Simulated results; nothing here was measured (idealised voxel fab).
Herein follows the process module entitled voxel self aligned vias.
Each square cell in cross-section cut measures 5 nm, and the section as a whole is 210 nm wide.
This document writes a cross-section as a grid whose cells are square, and gives it as bands, listed from the top down; one or more rows of cells form a band.
Band entry format. Leading values: height of top, height of bottom, nm. Remainder: materials in left-to-right order, each with its width in nm. Special words: "full width" on a single material, which then fills the band edge to edge; "air", empty space.
The level at which height equals 0 is the one under which the wafer, as it arrives, is entirely one material. No lower edge exists for the bottom band, which continues downward and is notated as in "z 0 and below".
A two-number width, for instance "30..40", indicates that the width is equal to the first number in the top row of the band and to the second number in the bottom row, and that it changes by a constant amount per row of cells.
Step marked "stayed the same"? Then no cell in the cross-section changed in it.
Entry "Closed void list". Content: empty spaces with no open connection to the top, size 8 cells or greater. Each: width x height at distance. Distance: from left edge. Unit: nm.
Formally, on a step line, whatever follows the settings is a remark that the simulator itself makes on the step.
"overlay nm" denotes, for a step that has a mask, the displacement of the mask to the right of its planned place, with negative values corresponding to the left.
List of planned process steps:
1: RECEIVE (material Si)
2: CONFORMAL_DEP (material SiO2; thk nm 15)
3: CONFORMAL_DEP (material SiCN; thk nm 5)
4: DIRECTIONAL_DEP (material lowk; thk nm 10)
5: DIRECTIONAL_DEP (material aC; thk nm 10)
6: PATTERN (tone open; mask id LINES; material resist; width nm 25; pitch nm 65; thk nm 25; overlay nm 0)
7: DIRECTIONAL_ETCH (etch materials aC; depth nm 10)
8: STRIP (etch materials resist)
9: DIRECTIONAL_ETCH (etch materials lowk; depth nm 20)
10: STRIP (etch materials aC)
11: CONFORMAL_DEP (material TiN; thk nm 5)
12: FILL_DEP (material Ru; thk nm 10)
13: CMP (height nm 40)
14: SELECTIVE_ETCH (etch materials W Ru TiN; depth nm 10)
15: FILL_DEP (material SiN; thk nm 10)
16: CMP (height nm 40)
17: DIRECTIONAL_DEP (material lowk; thk nm 15)
18: PATTERN (tone open; mask id VIAS; material resist; width nm 45; pitch nm 65; thk nm 15; overlay nm 0)
19: DIRECTIONAL_ETCH (etch materials lowk; depth nm 15)
20: DIRECTIONAL_ETCH (etch materials SiN; depth nm 10)
21: STRIP (etch materials resist)
22: CONFORMAL_DEP (material TiN; thk nm 5)
23: FILL_DEP (material W; thk nm 5)
24: CMP (height nm 55)
25: CONFORMAL_DEP (material SiN; thk nm 5)
The thk nm used in step 4 is not the same on every wafer, whereas the starting condition is; the value printed in the plan is the first wafer's.
Cross-section: the first of several wafers in its as-received state, i.e. following step 1:
* z 0 and below: Si full width
* Closed void list: none
Gained (+) or lost (-) cells of each material since receipt, then closed voids: one row per wafer, at the end of the module:
thk nm 10 | +9 Ru | +42 SiCN | +72 SiN | +126 SiO2 | +72 TiN | +84 W | +99 lowk | Closed void list: none
thk nm 15 | +9 Ru | +42 SiCN | +57 SiN | +126 SiO2 | +72 TiN | +72 W | +126 lowk | Closed void list: none
thk nm 20 | +9 Ru | +42 SiCN | +42 SiN | +126 SiO2 | +72 TiN | +60 W | +153 lowk | Closed void list: none
thk nm 25 | +42 SiCN | +42 SiN | +126 SiO2 | +66 TiN | +60 W | +168 lowk | Closed void list: none
thk nm 30 | +42 SiCN | +42 SiN | +126 SiO2 | +51 TiN | +60 W | +183 lowk | Closed void list: none
thk nm 35 | +42 SiCN | +42 SiN | +126 SiO2 | +45 TiN | +51 W | +198 lowk | Closed void list: none
